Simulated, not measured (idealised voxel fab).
Presented below is a process module, voxel ribs on slabs.
The figure presents cross-section cut, which has a width of 260 nm and is divided into square cells with an edge length of 5 nm.
If you're reading a cross-section in this doc, picture square cells in a grid; it comes to you as bands, top ones listed first down to the bottom, and a band can be one or more rows of cells.
Basically the band line says how high the top is and how high the bottom is, in nm, and then what's in it from left to right, every material with its width in nm. Empty space shows up as "blank", and if a single material carries "all across" it runs the full band edge to edge.
The level at which height equals 0 is the one under which the wafer, as it arrives, is entirely one material. No lower edge exists for the bottom band, which continues downward and is notated as in "0 nm and below".
The notation "30 to 40" denotes a width that varies across the rows of cells in the band, beginning at the first number in the top row, finishing at the second number in the bottom row, and changing by an identical amount from each row to the next.
It should be understood that the words "no change occurred", when stated for a given step, signify that the cross-section underwent no change in any of its cells during that step.
Empty spaces counting at least 8 cells and having no open way to the top are listed in "Closed void register". The notation width x height at distance is used for each, the distance being from the left edge and all three values in nm.
Note: text after step settings on the step line = simulator remark on that step.
On any step carrying a mask, the "overlay nm" setting, if present on the step's line, tells how far right of its planned place the mask lay; negative values point to the left.
Process steps - plan
1. RECEIVE with material Si
2. DIRECTIONAL_DEP with material SiO2, thk nm 20
3. DIRECTIONAL_DEP with material SiN, thk nm 25
4. DIRECTIONAL_DEP with material aC, thk nm 10
5. PATTERN with tone cover, mask id RIB, material resist, width nm 20, thk nm 25, overlay nm 0
6. DIRECTIONAL_ETCH with etch materials aC, depth nm 10
7. STRIP with etch materials resist
8. DIRECTIONAL_ETCH with etch materials SiN, depth nm 5
9. STRIP with etch materials aC
10. MASKED_ETCH with tone cover, mask id SLAB, width nm 60, etch materials SiN, depth nm 20, overlay nm -15
11. FILL_DEP with material SiO2, thk nm 15
12. CMP with height nm 55
13. DIRECTIONAL_DEP with material W, thk nm 5
14. PATTERN with tone cover, mask id HEATER, material resist, width nm 30, thk nm 15, overlay nm 0
15. DIRECTIONAL_ETCH with etch materials W, depth nm 5
16. STRIP with etch materials resist
17. CONFORMAL_DEP with material SiO2, thk nm 10
The value of overlay nm given for step 10 in the plan refers to the first wafer; the wafers vary in this setting and are alike at the start.
First of several wafers, received after step 1, in cross-section
0 nm and below  Si all across
Closed void register: none
The rows of the table below are wafers. Looking at the end of the module, a row counts, for every material, the cells the wafer has gained, shown as (+), or lost, shown as (-), since it was received; its closed voids come next
overlay nm -15; +52 SiN; +628 SiO2; +6 W; Closed void register: none
overlay nm -10; +52 SiN; +628 SiO2; +6 W; Closed void register: none
overlay nm -5; +52 SiN; +628 SiO2; +6 W; Closed void register: none
overlay nm 0; +52 SiN; +628 SiO2; +6 W; Closed void register: none
overlay nm 5; +52 SiN; +628 SiO2; +6 W; Closed void register: none
overlay nm 10; +52 SiN; +628 SiO2; +6 W; Closed void register: none
overlay nm 15; +52 SiN; +628 SiO2; +6 W; Closed void register: none
